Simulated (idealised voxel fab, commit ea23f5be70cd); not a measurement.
Documented hereafter: the process module known as voxel self aligned vias.
Each square cell in cross-section cut measures 5 nm, and the section as a whole is 300 nm wide.
A cross-section is a grid of square cells, given in bands from the top down. A band is one or more rows of cells. Per band: top height and bottom height in nm, followed by the left-to-right materials and their widths in nm; "throughout" marks a single material spanning edge to edge, "empty" marks empty space. A quick word on heights: they are counted from 0, and under that level the wafer as it came to us is one material throughout. The lowest band is different from the rest in having no bottom; it simply continues downward, written as in "from 0 down". Top row gets the first number, bottom row gets the second, and each row in between changes by the same step: that is how a band width like "30 to 40" works. Any step labelled "nothing different" changed none of the cells in the cross-section. Any empty space of 8 cells or more lacking an open way to the top shows up in "Enclosed cavities" as width x height at distance, distance from the left edge, in nm. It should be noted that, on the line of a given step, the content following the step's settings is a remark produced by the simulator itself with respect to that step. "overlay nm" on a masked step: distance the mask lay right of its planned place, negative for left.

List of planned process steps:
1 RECEIVE [material Si]
2 CONFORMAL_DEP [material SiO2] [thk nm 10]
3 CONFORMAL_DEP [material SiCN] [thk nm 5]
4 DIRECTIONAL_DEP [material SiO2] [thk nm 30]
5 DIRECTIONAL_DEP [material aC] [thk nm 15]
6 PATTERN [tone open] [mask id LINES] [material resist] [width nm 20] [pitch nm 55] [thk nm 30] [overlay nm 0]
7 DIRECTIONAL_ETCH [etch materials aC] [depth nm 15]
8 STRIP [etch materials resist]
9 DIRECTIONAL_ETCH [etch materials SiO2] [depth nm 30]
10 STRIP [etch materials aC]
11 CONFORMAL_DEP [material TiN] [thk nm 5]
12 FILL_DEP [material Ru] [thk nm 10]
13 CMP [height nm 45]
14 SELECTIVE_ETCH [etch materials W Ru TiN] [depth nm 5]
15 FILL_DEP [material SiN] [thk nm 5]
16 CMP [height nm 45]
17 DIRECTIONAL_DEP [material SiO2] [thk nm 15]
18 MASKED_ETCH [tone open] [mask id VIAS] [width nm 30] [pitch nm 55] [etch materials SiO2] [depth nm 15] [overlay nm 0]
19 MASKED_ETCH [tone open] [mask id VIAS] [width nm 30] [pitch nm 55] [etch materials SiN] [depth nm 5] [overlay nm 0]
20 CONFORMAL_DEP [material TiN] [thk nm 5]
21 FILL_DEP [material Cu] [thk nm 5]
22 CMP [height nm 60]
23 CONFORMAL_DEP [material SiCN] [thk nm 5]

Incoming wafer in cross-section (state: after step 1):
from 0 down  Si throughout
Enclosed cavities: none

Module complete - cross-section of the first of two wafers, run according to plan:
from 65 to 60  SiCN throughout
from 60 to 50  SiO2=80  TiN=5  Cu=20  TiN=5  SiO2=25  TiN=5  Cu=20  TiN=5  SiO2=25  TiN=5  Cu=20  TiN=5  SiO2=80
from 50 to 45  SiO2=80  TiN=10  Cu=10  TiN=10  SiO2=25  TiN=10  Cu=10  TiN=10  SiO2=25  TiN=10  Cu=10  TiN=10  SiO2=80
from 45 to 40  SiO2=85  TiN=20  SiO2=35  TiN=20  SiO2=35  TiN=20  SiO2=85
from 40 to 20  SiO2=85  TiN=5  Ru=10  TiN=5  SiO2=35  TiN=5  Ru=10  TiN=5  SiO2=35  TiN=5  Ru=10  TiN=5  SiO2=85
from 20 to 15  SiO2=85  TiN=20  SiO2=35  TiN=20  SiO2=35  TiN=20  SiO2=85
from 15 to 10  SiCN throughout
from 10 to 0  SiO2 throughout
from 0 down  Si throughout
Enclosed cavities: none

End-of-module cross-section of the second wafer: identical starting point and process plan to the first, with one processing mistake:
from 65 to 60  SiCN throughout
from 60 to 45  SiO2=80  TiN=5  Cu=20  TiN=5  SiO2=25  TiN=5  Cu=20  TiN=5  SiO2=25  TiN=5  Cu=20  TiN=5  SiO2=80
from 45 to 40  SiO2=80  TiN=30  SiO2=25  TiN=30  SiO2=25  TiN=30  SiO2=80
from 40 to 30  SiO2=80  TiN=10  Ru=10  TiN=10  SiO2=25  TiN=10  Ru=10  TiN=10  SiO2=25  TiN=10  Ru=10  TiN=10  SiO2=80
from 30 to 20  SiO2=85  TiN=5  Ru=10  TiN=5  SiO2=35  TiN=5  Ru=10  TiN=5  SiO2=35  TiN=5  Ru=10  TiN=5  SiO2=85
from 20 to 15  SiO2=85  TiN=20  SiO2=35  TiN=20  SiO2=35  TiN=20  SiO2=85
from 15 to 10  SiCN throughout
from 10 to 0  SiO2 throughout
from 0 down  Si throughout
Enclosed cavities: none
It is concluded that the wafer was processed incorrectly with respect to the plan, in that the plan's step 18 ran twice
Heads up, by the end the second wafer has more or fewer cells of some materials compared to the first: Cu: 6 more; SiO2: 18 fewer; TiN: 12 more
